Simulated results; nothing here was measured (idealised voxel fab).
process module | voxel transistor to metal
cross-section cut | 290 nm wide | cells 5 nm
A cross-section is a grid of square cells, given in bands from the top down. A band is one or more rows of cells.
Each band's line starts with the height of the band's top and of its bottom, in nm. Then come its materials from left to right, each with its width in nm. One material with "throughout" fills the band from edge to edge. "air" is empty space.
Height 0 is the level under which the wafer as received is all one material. The lowest band goes on downwards, as in "0 down".
A width such as "30 to 40" changes by the same amount from each row of cells to the next, from the band's top row to its bottom row.
"no change" after a step means that no cell of the cross-section changed.
closed voids: empty space of 8 cells or more with no open way to the top, each as width x height at its distance from the left edge, in nm
after a step's settings: what the simulator itself notes on the step
overlay nm, on a step with a mask: how far to the right of its planned place the mask lay; to the left if negative
plan
1 op RECEIVE | material Si
2 op CONFORMAL_DEP | material SiO2 | thk nm 5
3 op CONFORMAL_DEP | material SiN | thk nm 15
4 op DIRECTIONAL_DEP | material aC | thk nm 10
5 op PATTERN | tone cover | mask id ACTIVE | material resist | width nm 105 | pitch nm 135 | thk nm 30 | overlay nm 0
6 op DIRECTIONAL_ETCH | etch materials aC | depth nm 10
7 op STRIP | etch materials resist
8 op DIRECTIONAL_ETCH | etch materials SiN | depth nm 15
9 op DIRECTIONAL_ETCH | etch materials SiO2 | depth nm 5
10 op DIRECTIONAL_ETCH | etch materials Si | depth nm 35
11 op STRIP | etch materials aC
12 op OXIDIZE | depth nm 5
13 op FILL_DEP | material SiO2 | thk nm 15
14 op CMP | height nm 20
15 op SELECTIVE_ETCH | etch materials SiO2 | depth nm 10
16 op STRIP | etch materials SiN
17 op SELECTIVE_ETCH | etch materials SiO2 | depth nm 5
18 op OXIDIZE | depth nm 5
19 op DIRECTIONAL_DEP | material polySi | thk nm 25
20 op DIRECTIONAL_DEP | material SiCN | thk nm 10
21 op MASKED_ETCH | tone cover | mask id GATE | width nm 25 | pitch nm 135 | etch materials SiCN | depth nm 20 | overlay nm 0
22 op MASKED_ETCH | tone cover | mask id GATE | width nm 25 | pitch nm 135 | etch materials polySi | depth nm 35 | overlay nm 0
23 op CONFORMAL_DEP | material SiO2 | thk nm 5
24 op DIRECTIONAL_ETCH | etch materials SiO2 | depth nm 5
25 op CONFORMAL_DEP | material SiN | thk nm 10
26 op DIRECTIONAL_ETCH | etch materials SiN | depth nm 10
27 op DIRECTIONAL_ETCH | etch materials SiO2 | depth nm 5
28 op DIRECTIONAL_ETCH | etch materials Si | depth nm 10
29 op EPI | material pSi | thk nm 15
30 op FILL_DEP | material SiO2 | thk nm 10
31 op CMP | height nm 25
32 op STRIP | etch materials polySi
33 op SELECTIVE_ETCH | etch materials SiO2 | depth nm 5
34 op CONFORMAL_DEP | material HfO2 | thk nm 5
35 op CONFORMAL_DEP | material TiN | thk nm 5
36 op FILL_DEP | material W | thk nm 10
37 op CMP | height nm 20
38 op DIRECTIONAL_DEP | material SiO2 | thk nm 10
39 op DIRECTIONAL_DEP | material aC | thk nm 15
40 op PATTERN | tone open | mask id CONTACT | material resist | width nm 20 | thk nm 35 | overlay nm 0
41 op DIRECTIONAL_ETCH | etch materials aC | depth nm 15
42 op STRIP | etch materials resist
43 op DIRECTIONAL_ETCH | etch materials SiO2 | depth nm 20
44 op STRIP | etch materials aC
45 op CONFORMAL_DEP | material TiN | thk nm 5
46 op FILL_DEP | material Ru | thk nm 5
47 op CMP | height nm 30
48 op DIRECTIONAL_DEP | material TiN | thk nm 5
49 op DIRECTIONAL_DEP | material W | thk nm 20
50 op DIRECTIONAL_DEP | material aC | thk nm 10
51 op PATTERN | tone cover | mask id METAL_1 | material resist | width nm 20 | thk nm 25 | overlay nm 0
52 op DIRECTIONAL_ETCH | etch materials aC | depth nm 10
53 op STRIP | etch materials resist
54 op DIRECTIONAL_ETCH | etch materials W | depth nm 20
55 op DIRECTIONAL_ETCH | etch materials TiN | depth nm 5
56 op STRIP | etch materials aC
57 op FILL_DEP | material lowk | thk nm 10
58 op CMP | height nm 55
59 op CONFORMAL_DEP | material SiCN | thk nm 5
60 op DIRECTIONAL_DEP | material SiO2 | thk nm 35
61 op MASKED_ETCH | tone open | mask id METAL_2_HOLES | width nm 15 | pitch nm 135 | etch materials SiO2 | depth nm 35 | overlay nm 0
62 op DIRECTIONAL_DEP | material aC | thk nm 10
63 op PATTERN | tone open | mask id METAL_2 | material resist | width nm 20 | pitch nm 135 | thk nm 25 | overlay nm 0
64 op DIRECTIONAL_ETCH | etch materials aC | depth nm 10
65 op STRIP | etch materials resist
66 op DIRECTIONAL_ETCH | etch materials SiO2 | depth nm 20
67 op DIRECTIONAL_ETCH | etch materials SiCN | depth nm 5
68 op STRIP | etch materials aC
69 op CONFORMAL_DEP | material TiN | thk nm 5
70 op FILL_DEP | material Cu | thk nm 10
71 op CMP | height nm 95
72 op CONFORMAL_DEP | material SiN | thk nm 5
as received, after step 1
  0 down: Si throughout
  closed voids: none
first wafer at the end, as planned
  100 to 95: SiN throughout
  95 to 80: SiO2 30 | TiN 5 | Cu 10 | TiN 5 | SiO2 115 | TiN 5 | Cu 10 | TiN 5 | SiO2 105
  80 to 75: SiO2 30 | TiN 5 | Cu 5 | TiN 10 | SiO2 115 | TiN 5 | Cu 5 | TiN 10 | SiO2 105
  75 to 60: SiO2 30 | TiN 5 | Cu 5 | TiN 5 | SiO2 120 | TiN 5 | Cu 5 | TiN 5 | SiO2 110
  60 to 55: SiCN 30 | TiN 15 | SiCN 120 | TiN 15 | SiCN 110
  55 to 35: lowk 30 | W 20 | lowk 55 | W 20 | lowk 40 | W 20 | lowk 55 | W 20 | lowk 30
  35 to 30: lowk 30 | TiN 20 | lowk 55 | TiN 20 | lowk 40 | TiN 20 | lowk 55 | TiN 20 | lowk 30
  30 to 20: SiO2 30 | TiN 5 | Ru 10 | TiN 5 | SiO2 55 | TiN 5 | Ru 10 | TiN 5 | SiO2 40 | TiN 5 | Ru 10 | TiN 5 | SiO2 55 | TiN 5 | Ru 10 | TiN 5 | SiO2 30
  20 to 15: SiO2 30 | TiN 5 | Ru 10 | TiN 5 | SiN 10 | HfO2 5 | TiN 5 | W 15 | TiN 5 | HfO2 5 | SiN 10 | TiN 5 | Ru 10 | TiN 5 | SiO2 40 | TiN 5 | Ru 10 | TiN 5 | SiN 10 | HfO2 5 | TiN 5 | W 15 | TiN 5 | HfO2 5 | SiN 10 | TiN 5 | Ru 10 | TiN 5 | SiO2 30
  15 to 10: SiO2 30 | TiN 20 | SiN 10 | HfO2 5 | TiN 5 | W 15 | TiN 5 | HfO2 5 | SiN 10 | TiN 20 | SiO2 40 | TiN 20 | SiN 10 | HfO2 5 | TiN 5 | W 15 | TiN 5 | HfO2 5 | SiN 10 | TiN 20 | SiO2 30
  10 to 5: SiO2 30 | pSi 20 | SiN 10 | HfO2 5 | TiN 5 | W 15 | TiN 5 | HfO2 5 | SiN 10 | pSi 20 | SiO2 40 | pSi 20 | SiN 10 | HfO2 5 | TiN 5 | W 15 | TiN 5 | HfO2 5 | SiN 10 | pSi 20 | SiO2 30
  5 to 0: SiO2 25 | SiN 10 | pSi 15 | SiN 10 | HfO2 5 | TiN 25 | HfO2 5 | SiN 10 | pSi 15 | SiN 10 | SiO2 30 | SiN 10 | pSi 15 | SiN 10 | HfO2 5 | TiN 25 | HfO2 5 | SiN 10 | pSi 15 | SiN 10 | SiO2 25
  0 to -5: SiO2 35 | pSi 15 | SiO2 10 | HfO2 35 | SiO2 10 | pSi 15 | SiO2 50 | pSi 15 | SiO2 10 | HfO2 35 | SiO2 10 | pSi 15 | SiO2 35
  -5 to -15: SiO2 30 | Si 5 | pSi 15 | Si 55 | pSi 15 | Si 5 | SiO2 40 | Si 5 | pSi 15 | Si 55 | pSi 15 | Si 5 | SiO2 30
  -15 to -40: SiO2 30 | Si 95 | SiO2 40 | Si 95 | SiO2 30
  -40 down: Si throughout
  closed voids: none
second wafer at the end: like start, like plan, one mistake
  100 to 95: SiN throughout
  95 to 90: SiCN 30 | TiN 20 | SiCN 115 | TiN 20 | SiCN 105
  90 to 55: SiO2 throughout
  55 to 35: lowk 30 | W 20 | lowk 55 | W 20 | lowk 40 | W 20 | lowk 55 | W 20 | lowk 30
  35 to 30: lowk 30 | TiN 20 | lowk 55 | TiN 20 | lowk 40 | TiN 20 | lowk 55 | TiN 20 | lowk 30
  30 to 20: SiO2 30 | TiN 5 | Ru 10 | TiN 5 | SiO2 55 | TiN 5 | Ru 10 | TiN 5 | SiO2 40 | TiN 5 | Ru 10 | TiN 5 | SiO2 55 | TiN 5 | Ru 10 | TiN 5 | SiO2 30
  20 to 15: SiO2 30 | TiN 5 | Ru 10 | TiN 5 | SiN 10 | HfO2 5 | TiN 5 | W 15 | TiN 5 | HfO2 5 | SiN 10 | TiN 5 | Ru 10 | TiN 5 | SiO2 40 | TiN 5 | Ru 10 | TiN 5 | SiN 10 | HfO2 5 | TiN 5 | W 15 | TiN 5 | HfO2 5 | SiN 10 | TiN 5 | Ru 10 | TiN 5 | SiO2 30
  15 to 10: SiO2 30 | TiN 20 | SiN 10 | HfO2 5 | TiN 5 | W 15 | TiN 5 | HfO2 5 | SiN 10 | TiN 20 | SiO2 40 | TiN 20 | SiN 10 | HfO2 5 | TiN 5 | W 15 | TiN 5 | HfO2 5 | SiN 10 | TiN 20 | SiO2 30
  10 to 5: SiO2 30 | pSi 20 | SiN 10 | HfO2 5 | TiN 5 | W 15 | TiN 5 | HfO2 5 | SiN 10 | pSi 20 | SiO2 40 | pSi 20 | SiN 10 | HfO2 5 | TiN 5 | W 15 | TiN 5 | HfO2 5 | SiN 10 | pSi 20 | SiO2 30
  5 to 0: SiO2 25 | SiN 10 | pSi 15 | SiN 10 | HfO2 5 | TiN 25 | HfO2 5 | SiN 10 | pSi 15 | SiN 10 | SiO2 30 | SiN 10 | pSi 15 | SiN 10 | HfO2 5 | TiN 25 | HfO2 5 | SiN 10 | pSi 15 | SiN 10 | SiO2 25
  0 to -5: SiO2 35 | pSi 15 | SiO2 10 | HfO2 35 | SiO2 10 | pSi 15 | SiO2 50 | pSi 15 | SiO2 10 | HfO2 35 | SiO2 10 | pSi 15 | SiO2 35
  -5 to -15: SiO2 30 | Si 5 | pSi 15 | Si 55 | pSi 15 | Si 5 | SiO2 40 | Si 5 | pSi 15 | Si 55 | pSi 15 | Si 5 | SiO2 30
  -15 to -40: SiO2 30 | Si 95 | SiO2 40 | Si 95 | SiO2 30
  -40 down: Si throughout
  closed voids: none
what went wrong: steps 59 and 60 were swapped
at the end the second wafer has, in cells: 20 fewer of Cu | 2 fewer of SiCN | 50 more of SiO2 | 28 fewer of TiN
